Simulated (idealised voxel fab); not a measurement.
process module | voxel tone inversion
cross-section cut | 300 nm wide | cells 5 nm
A cross-section is a grid of square cells, given in bands from the top down. A band is one or more rows of cells.
Each band's line starts with the height of the band's top and of its bottom, in nm. Then come its materials from left to right, each with its width in nm. One material with "throughout" fills the band from edge to edge. "air" is empty space.
Height 0 is the level under which the wafer as received is all one material. The lowest band goes on downwards, as in "0 down".
A width such as "30 to 40" changes by the same amount from each row of cells to the next, from the band's top row to its bottom row.
"no change" after a step means that no cell of the cross-section changed.
closed voids: empty space of 8 cells or more with no open way to the top, each as width x height at its distance from the left edge, in nm
after a step's settings: what the simulator itself notes on the step
overlay nm, on a step with a mask: how far to the right of its planned place the mask lay; to the left if negative
plan
1 op RECEIVE | material Si
2 op CONFORMAL_DEP | material SiN | thk nm 5
3 op DIRECTIONAL_DEP | material aC | thk nm 20
4 op PATTERN | tone cover | mask id POSTS | material resist | width nm 25 | pitch nm 45 | thk nm 25 | overlay nm 0
5 op DIRECTIONAL_ETCH | etch materials aC | depth nm 20
6 op STRIP | etch materials resist
7 op FILL_DEP | material SiO2 | thk nm 10
8 op CMP | height nm 25
9 op STRIP | etch materials aC
first wafer, as planned
as received, after step 1
  0 down: Si throughout
  closed voids: none
after step 2
  5 to 0: SiN throughout
  below 0: unchanged
after step 3
  25 to 5: aC throughout
  below 5: unchanged
after step 4
  50 to 25: air 70 | resist 25 | air 20 | resist 25 | air 20 | resist 25 | air 20 | resist 25 | air 70
  below 25: unchanged
after step 5
  30 to 25: air 70 | resist 25 | air 20 | resist 25 | air 20 | resist 25 | air 20 | resist 25 | air 70
  25 to 5: air 70 | aC 25 | air 20 | aC 25 | air 20 | aC 25 | air 20 | aC 25 | air 70
  below 5: unchanged
after step 6
  25 to 5: air 70 | aC 25 | air 20 | aC 25 | air 20 | aC 25 | air 20 | aC 25 | air 70
  below 5: unchanged
after step 7
  35 to 25: SiO2 throughout
  25 to 5: SiO2 70 | aC 25 | SiO2 20 | aC 25 | SiO2 20 | aC 25 | SiO2 20 | aC 25 | SiO2 70
  below 5: unchanged
after step 8
  25 to 5: SiO2 70 | aC 25 | SiO2 20 | aC 25 | SiO2 20 | aC 25 | SiO2 20 | aC 25 | SiO2 70
  below 5: unchanged
after step 9
  25 to 5: SiO2 70 | air 25 | SiO2 20 | air 25 | SiO2 20 | air 25 | SiO2 20 | air 25 | SiO2 70
  below 5: unchanged
second wafer: like start, like plan, one mistake. Through step 6 it matches the first wafer
when step 7 should have ended
  35 to 25: SiN throughout
  25 to 5: SiN 70 | aC 25 | SiN 20 | aC 25 | SiN 20 | aC 25 | SiN 20 | aC 25 | SiN 70
  below 5: unchanged
when step 8 should have ended
  25 to 5: SiN 70 | aC 25 | SiN 20 | aC 25 | SiN 20 | aC 25 | SiN 20 | aC 25 | SiN 70
  below 5: unchanged
when step 9 should have ended
  25 to 5: SiN 70 | air 25 | SiN 20 | air 25 | SiN 20 | air 25 | SiN 20 | air 25 | SiN 70
  below 5: unchanged
what went wrong: step 7 ran as: op FILL_DEP | material SiN | thk nm 10
at the end the second wafer has, in cells: 160 more of SiN | 160 fewer of SiO2
